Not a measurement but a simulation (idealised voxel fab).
process module | voxel self aligned vias
cross-section cut | 300 nm wide | cells 5 nm
A cross-section is a grid of square cells, given in bands from the top down. A band is one or more rows of cells.
Each band's line starts with the height of the band's top and of its bottom, in nm. Then come its materials from left to right, each with its width in nm. One material with "throughout" fills the band from edge to edge. "air" is empty space.
Height 0 is the level under which the wafer as received is all one material. The lowest band goes on downwards, as in "0 down".
A width such as "30 to 40" changes by the same amount from each row of cells to the next, from the band's top row to its bottom row.
"no change" after a step means that no cell of the cross-section changed.
closed voids: empty space of 8 cells or more with no open way to the top, each as width x height at its distance from the left edge, in nm
after a step's settings: what the simulator itself notes on the step
overlay nm, on a step with a mask: how far to the right of its planned place the mask lay; to the left if negative
plan
1 op RECEIVE | material Si
2 op CONFORMAL_DEP | material SiO2 | thk nm 10
3 op CONFORMAL_DEP | material SiCN | thk nm 5
4 op DIRECTIONAL_DEP | material lowk | thk nm 20
5 op DIRECTIONAL_DEP | material aC | thk nm 15
6 op PATTERN | tone open | mask id LINES | material resist | width nm 25 | pitch nm 50 | thk nm 35 | overlay nm 0
7 op DIRECTIONAL_ETCH | etch materials aC | depth nm 15
8 op STRIP | etch materials resist
9 op DIRECTIONAL_ETCH | etch materials lowk | depth nm 20
10 op STRIP | etch materials aC
11 op CONFORMAL_DEP | material TiN | thk nm 5
12 op FILL_DEP | material W | thk nm 5
13 op CMP | height nm 35
14 op SELECTIVE_ETCH | etch materials W Ru TiN | depth nm 5
15 op FILL_DEP | material SiN | thk nm 5
16 op CMP | height nm 35
17 op DIRECTIONAL_DEP | material lowk | thk nm 15
18 op DIRECTIONAL_DEP | material aC | thk nm 5
19 op PATTERN | tone open | mask id VIAS | material resist | width nm 35 | thk nm 30 | overlay nm 0
20 op DIRECTIONAL_ETCH | etch materials aC | depth nm 10
21 op STRIP | etch materials resist
22 op DIRECTIONAL_ETCH | etch materials lowk | depth nm 15
23 op DIRECTIONAL_ETCH | etch materials SiN | depth nm 5
24 op STRIP | etch materials aC
25 op CONFORMAL_DEP | material TiN | thk nm 5
26 op FILL_DEP | material Cu | thk nm 5
27 op CMP | height nm 50
28 op CONFORMAL_DEP | material SiN | thk nm 5
varied across the wafers: thk nm of step 18. The plan shows the first wafer's value. All wafers start alike
first wafer as received, after step 1
  0 down: Si throughout
  closed voids: none
first wafer at the end, after step 28
  55 to 50: SiN throughout
  50 to 40: lowk 105 | TiN 5 | Cu 25 | TiN 5 | lowk 160
  40 to 35: lowk 105 | TiN 10 | Cu 15 | TiN 10 | lowk 160
  35 to 30: lowk 110 | TiN 25 | lowk 25 | SiN 25 | lowk 115
  30 to 20: lowk 110 | TiN 5 | W 15 | TiN 5 | lowk 25 | TiN 5 | W 15 | TiN 5 | lowk 115
  20 to 15: lowk 110 | TiN 25 | lowk 25 | TiN 25 | lowk 115
  15 to 10: SiCN throughout
  10 to 0: SiO2 throughout
  0 down: Si throughout
  closed voids: none
last wafer at the end
  55 to 50: SiN throughout
  50 to 35: lowk throughout
  35 to 30: lowk 110 | SiN 25 | lowk 25 | SiN 25 | lowk 115
  30 to 20: lowk 110 | TiN 5 | W 15 | TiN 5 | lowk 25 | TiN 5 | W 15 | TiN 5 | lowk 115
  20 to 15: lowk 110 | TiN 25 | lowk 25 | TiN 25 | lowk 115
  15 to 10: SiCN throughout
  10 to 0: SiO2 throughout
  0 down: Si throughout
  closed voids: none
each wafer at the end: cells of each material gained (+) or lost (-) since it was received, then its closed voids
thk nm 5 | +13 Cu | +60 SiCN | +65 SiN | +120 SiO2 | +31 TiN | +12 W | +359 lowk | closed voids: none
thk nm 10 | +13 Cu | +60 SiCN | +65 SiN | +120 SiO2 | +31 TiN | +12 W | +359 lowk | closed voids: none
thk nm 15 | +60 SiCN | +70 SiN | +120 SiO2 | +18 TiN | +12 W | +380 lowk | closed voids: none
thk nm 20 | +60 SiCN | +70 SiN | +120 SiO2 | +18 TiN | +12 W | +380 lowk | closed voids: none
thk nm 25 | +60 SiCN | +70 SiN | +120 SiO2 | +18 TiN | +12 W | +380 lowk | closed voids: none
